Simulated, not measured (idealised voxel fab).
voxel wiring stack: a process module
Each square cell in cross-section cut measures 5 nm, and the section as a whole is 260 nm wide.
The cross-sections in this document take the form of a grid made of square cells. They are written out as bands, in order from top to bottom. Each band consists of one or more rows of cells. What a band's entry tells you: where the top is and where the bottom is, as heights in nm, and after that what lies inside, material by material from left to right, each with its width in nm. Empty space is written as the word "blank", and a single material marked with the word "edge to edge" occupies the band from edge to edge. Ref level 0: as-received wafer is one material below here. Bottom band extends down with no lower bound ("0 -> down"). It should be noted that a width expressed as "30 to 40" varies in equal increments from row to row of cells within the band, taking the value of the first number at the top row and that of the second number at the bottom row. "nothing altered", as given for a step, is the statement that not any cell of the cross-section underwent a change during that step. Listed in "Voids, sealed": every empty space of 8 or more cells without an open way to the top. Form: width x height at distance, the distance being from the left edge, all in nm. The remark found on a step's line after its settings is issued by the simulator itself and pertains to that step. When a step includes a mask, the "overlay nm" setting on its line states how far to the right of its planned place that mask lay, and negative values state how far to the left.

**This section lists the process steps that were planned**
1 RECEIVE, material Si
2 CONFORMAL_DEP, material SiO2, thk nm 15
3 DIRECTIONAL_DEP, material TiN, thk nm 5
4 DIRECTIONAL_DEP, material Ru, thk nm 25
5 PATTERN, tone cover, mask id METAL_1, material resist, width nm 30, pitch nm 45, thk nm 15, overlay nm 0
6 DIRECTIONAL_ETCH, etch materials Ru, depth nm 25
7 DIRECTIONAL_ETCH, etch materials TiN, depth nm 5
8 STRIP, etch materials resist
9 CONFORMAL_DEP, material SiCN, thk nm 5
10 FILL_DEP, material SiO2, thk nm 5
11 CMP, height nm 45
12 CONFORMAL_DEP, material SiCN, thk nm 5
13 DIRECTIONAL_DEP, material lowk, thk nm 20
14 MASKED_ETCH, tone open, mask id PLUG_1, width nm 15, pitch nm 90, etch materials lowk, depth nm 20, overlay nm 0
15 MASKED_ETCH, tone open, mask id PLUG_1, width nm 15, pitch nm 90, etch materials SiCN, depth nm 5, overlay nm 0
16 EPI, material Ru, thk nm 10
17 EPI, material Ru, thk nm 10
18 EPI, material Ru, thk nm 5
19 CONFORMAL_DEP, material SiN, thk nm 5
20 DIRECTIONAL_DEP, material SiO2, thk nm 25
21 DIRECTIONAL_DEP, material aC, thk nm 15
22 PATTERN, tone open, mask id METAL_2, material resist, width nm 30, pitch nm 45, thk nm 35, overlay nm 0
23 DIRECTIONAL_ETCH, etch materials aC, depth nm 15
24 STRIP, etch materials resist
25 DIRECTIONAL_ETCH, etch materials SiO2, depth nm 25
26 DIRECTIONAL_ETCH, etch materials SiN, depth nm 5
27 STRIP, etch materials aC
28 CONFORMAL_DEP, material TiN, thk nm 5
29 FILL_DEP, material Ru, thk nm 10
30 CMP, height nm 100
31 EPI, material Ru, thk nm 5
32 FILL_DEP, material SiCN, thk nm 5
33 DIRECTIONAL_DEP, material lowk, thk nm 25
34 PATTERN, tone open, mask id METAL_3, material resist, width nm 30, pitch nm 45, thk nm 20, overlay nm 0
35 DIRECTIONAL_ETCH, etch materials lowk, depth nm 15
36 STRIP, etch materials resist
37 DIRECTIONAL_DEP, material aC, thk nm 15
38 PATTERN, tone open, mask id METAL_3_HOLES, material resist, width nm 15, pitch nm 45, thk nm 30, overlay nm 0
39 DIRECTIONAL_ETCH, etch materials aC, depth nm 15
40 STRIP, etch materials resist
41 DIRECTIONAL_ETCH, etch materials lowk, depth nm 10
42 DIRECTIONAL_ETCH, etch materials SiCN, depth nm 5
43 STRIP, etch materials aC
44 CONFORMAL_DEP, material TiN, thk nm 5
45 FILL_DEP, material Cu, thk nm 5
46 CMP, height nm 135
47 CONFORMAL_DEP, material SiN, thk nm 5

**Shown in cross-section is the wafer as received, that is, as it stands after step 1**
* 0 -> down  Si edge to edge
* Voids, sealed: none

**Same starting wafer, same plan as above, one mistake in the execution; this is the cross-section at the end of the module**
* 140 -> 135  SiN edge to edge
* 135 -> 125  lowk (70), TiN (5), Cu (20), TiN (5), lowk (15), TiN (5), Cu (20), TiN (5), lowk (15), TiN (5), Cu (20), TiN (5), lowk (70)
* 125 -> 120  lowk (70), TiN (5), Cu (5), TiN (20), lowk (15), TiN (5), Cu (5), TiN (20), lowk (15), TiN (5), Cu (5), TiN (20), lowk (70)
* 120 -> 110  lowk (70), TiN (5), Cu (5), TiN (5), lowk (30), TiN (5), Cu (5), TiN (5), lowk (30), TiN (5), Cu (5), TiN (5), lowk (85)
* 110 -> 105  SiCN (70), TiN (15), SiCN (30), TiN (15), SiCN (30), TiN (15), SiCN (85)
* 105 -> 100  SiCN (65), Ru (40), SiCN (5), Ru (40), SiCN (5), Ru (40), SiCN (65)
* 100 -> 75  SiO2 (70), TiN (5), Ru (20), TiN (5), SiO2 (15), TiN (5), Ru (20), TiN (5), SiO2 (15), TiN (5), Ru (20), TiN (5), SiO2 (70)
* 75 -> 70  SiN (70), TiN (30), SiN (15), TiN (30), SiN (15), TiN (30), SiN (70)
* 70 -> 50  lowk (70), SiN (5), TiN (5), SiN (5), lowk (75), SiN (5), TiN (5), SiN (5), lowk (85)
* 50 -> 45  SiCN (70), SiN (5), TiN (5), SiN (5), SiCN (75), SiN (5), TiN (5), SiN (5), SiCN (85)
* 45 -> 40  SiO2 (65), SiCN (40), SiO2 (5), SiCN (40), SiO2 (5), SiCN (40), SiO2 (65)
* 40 -> 20  SiO2 (65), SiCN (5), Ru (30), SiCN (5), SiO2 (5), SiCN (5), Ru (30), SiCN (5), SiO2 (5), SiCN (5), Ru (30), SiCN (5), SiO2 (65)
* 20 -> 15  SiCN (70), Ru (30), SiCN (15), Ru (30), SiCN (15), Ru (30), SiCN (70)
* 15 -> 0  SiO2 edge to edge
* 0 -> down  Si edge to edge
* Voids, sealed: none
Nonconformance to the process plan: step 3 of the plan was omitted and not executed
